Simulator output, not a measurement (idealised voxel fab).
process module | voxel gate over fins
cross-section cut | 220 nm wide | cells 5 nm
A cross-section is a grid of square cells, given in bands from the top down. A band is one or more rows of cells.
Each band's line starts with the height of the band's top and of its bottom, in nm. Then come its materials from left to right, each with its width in nm. One material with "throughout" fills the band from edge to edge. "air" is empty space.
Height 0 is the level under which the wafer as received is all one material. The lowest band goes on downwards, as in "0 down".
A width such as "30 to 40" changes by the same amount from each row of cells to the next, from the band's top row to its bottom row.
"no change" after a step means that no cell of the cross-section changed.
closed voids: empty space of 8 cells or more with no open way to the top, each as width x height at its distance from the left edge, in nm
after a step's settings: what the simulator itself notes on the step
overlay nm, on a step with a mask: how far to the right of its planned place the mask lay; to the left if negative
plan
1 op RECEIVE | material Si
2 op CONFORMAL_DEP | material SiN | thk nm 10
3 op PATTERN | tone cover | mask id FINS | material resist | width nm 15 | pitch nm 50 | thk nm 20 | overlay nm 0
4 op DIRECTIONAL_ETCH | etch materials SiN | depth nm 10
5 op DIRECTIONAL_ETCH | etch materials Si | depth nm 40
6 op STRIP | etch materials resist
7 op OXIDIZE | depth nm 5
8 op FILL_DEP | material SiO2 | thk nm 5
9 op CMP | height nm 10
10 op DIRECTIONAL_DEP | material aC | thk nm 10
11 op PATTERN | tone open | mask id RAIL | material resist | width nm 15 | thk nm 25 | overlay nm 0
12 op DIRECTIONAL_ETCH | etch materials aC | depth nm 10
13 op STRIP | etch materials resist
14 op DIRECTIONAL_ETCH | etch materials SiO2 | depth nm 45
15 op STRIP | etch materials aC
16 op CONFORMAL_DEP | material TiN | thk nm 5
17 op FILL_DEP | material W | thk nm 10
18 op CMP | height nm 10
19 op SELECTIVE_ETCH | etch materials W Ru TiN | depth nm 30
20 op FILL_DEP | material SiO2 | thk nm 5
21 op CMP | height nm 10
22 op SELECTIVE_ETCH | etch materials SiO2 | depth nm 20
23 op STRIP | etch materials SiN
24 op CONFORMAL_DEP | material HfO2 | thk nm 5
25 op CONFORMAL_DEP | material TiN | thk nm 5
26 op FILL_DEP | material W | thk nm 15
27 op CMP | height nm 20
28 op CONFORMAL_DEP | material SiCN | thk nm 5
as received, after step 1
  0 down: Si throughout
  closed voids: none
a wafer at the end: this start, this plan, one mistake
  25 to 20: SiCN throughout
  20 to 10: W throughout
  10 to 5: W 20 | TiN 25 | W 25 | TiN 25 | W 25 | TiN 25 | W 25 | TiN 25 | W 25
  5 to 0: W 20 | TiN 5 | HfO2 15 | TiN 5 | W 25 | TiN 5 | HfO2 15 | TiN 5 | W 25 | TiN 5 | HfO2 15 | TiN 5 | W 25 | TiN 5 | HfO2 15 | TiN 5 | W 25
  0 to -5: TiN 25 | HfO2 5 | Si 5 | HfO2 5 | TiN 35 | HfO2 5 | Si 5 | HfO2 5 | TiN 35 | HfO2 5 | Si 5 | HfO2 5 | TiN 35 | HfO2 5 | Si 5 | HfO2 5 | TiN 30
  -5 to -10: HfO2 30 | Si 5 | HfO2 45 | Si 5 | HfO2 45 | Si 5 | HfO2 45 | Si 5 | HfO2 35
  -10 to -20: SiO2 30 | Si 5 | SiO2 45 | Si 5 | SiO2 45 | Si 5 | SiO2 45 | Si 5 | SiO2 35
  -20 to -35: W 20 | TiN 5 | SiO2 5 | Si 5 | SiO2 5 | TiN 5 | W 25 | TiN 5 | SiO2 5 | Si 5 | SiO2 5 | TiN 5 | W 25 | TiN 5 | SiO2 5 | Si 5 | SiO2 5 | TiN 5 | W 25 | TiN 5 | SiO2 5 | Si 5 | SiO2 5 | TiN 5 | W 25
  -35 to -40: TiN 25 | SiO2 5 | Si 5 | SiO2 5 | TiN 35 | SiO2 5 | Si 5 | SiO2 5 | TiN 35 | SiO2 5 | Si 5 | SiO2 5 | TiN 35 | SiO2 5 | Si 5 | SiO2 5 | TiN 30
  -40 to -45: SiO2 30 | Si 5 | SiO2 45 | Si 5 | SiO2 45 | Si 5 | SiO2 45 | Si 5 | SiO2 35
  -45 down: Si throughout
  closed voids: none
what went wrong: step 8 ran as: op FILL_DEP | material aC | thk nm 5
